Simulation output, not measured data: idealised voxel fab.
Module name: voxel air gaps (process module)
In the cross-section labelled cut, the width is 270 nm and each square cell is 5 nm.
Heads up, the way a cross-section reads in here is a grid of square cells, handed over as bands from the top down, with every band being one or more rows of cells.
In this notation a band is specified by the heights of its top and bottom, in that order and in nm, after which its materials appear from left to right, each paired with its width in nm. The word "all across" attached to a single material means that material fills the band from edge to edge; the word "blank" stands for empty space.
Heights are expressed relative to 0, this being the level below which the as-received wafer comprises one material exclusively. The lowest band is unbounded in the downward direction and is denoted as in "0 -> down".
It should be noted that a width expressed as "30..40" varies in equal increments from row to row of cells within the band, taking the value of the first number at the top row and that of the second number at the bottom row.
Where a step carries "no change", the cross-section came out of it unchanged, cell for cell.
Closed void register: empty space of 8 cells or more with no open way to the top, each as width x height at its distance from the left edge, in nm
Heads up: the bit after the settings on a step's line is the simulator's remark on that step.
overlay nm: mask offset rightward from planned place, masked step; negative means leftward offset.
The following list gives the planned process steps:
| 1 | RECEIVE [material Si] |
| 2 | CONFORMAL_DEP [material SiO2] [thk nm 10] |
| 3 | CONFORMAL_DEP [material SiN] [thk nm 5] |
| 4 | DIRECTIONAL_DEP [material lowk] [thk nm 30] |
| 5 | PATTERN [tone open] [mask id LINES] [material resist] [width nm 15] [pitch nm 45] [thk nm 20] [overlay nm 0] |
| 6 | DIRECTIONAL_ETCH [etch materials lowk] [depth nm 30] |
| 7 | STRIP [etch materials resist] |
| 8 | CONFORMAL_DEP [material TiN] [thk nm 5] |
| 9 | FILL_DEP [material Ru] [thk nm 10] |
| 10 | CMP [height nm 45] |
| 11 | EPI [material Ru] [thk nm 10] |
| 12 | SELECTIVE_ETCH [etch materials lowk] [depth nm 40] |
| 13 | CONFORMAL_DEP [material SiCN] [thk nm 5] |
It is noted that the wafers described herein are identical at the outset and are distinguished by the width nm of step 5; the value stated in the plan corresponds to the first wafer.
As-received state after step 1, first of several wafers, cross-section:
* 0 -> down  Si all across
* Closed void register: none
Per wafer (row), end of module: delta in cells per material since receipt, (+) for gained, (-) for lost; closed voids after that:
width nm 15; +57 Ru; +126 SiCN; +54 SiN; +108 SiO2; +39 TiN; Closed void register: 20 x 20 at 105; 20 x 20 at 150
width nm 20; +78 Ru; +118 SiCN; +54 SiN; +108 SiO2; +42 TiN; Closed void register: 15 x 20 at 105; 15 x 20 at 150
width nm 25; +99 Ru; +78 SiCN; +54 SiN; +108 SiO2; +45 TiN; +48 lowk; Closed void register: none
width nm 30; +116 Ru; +78 SiCN; +54 SiN; +108 SiO2; +48 TiN; +36 lowk; Closed void register: none
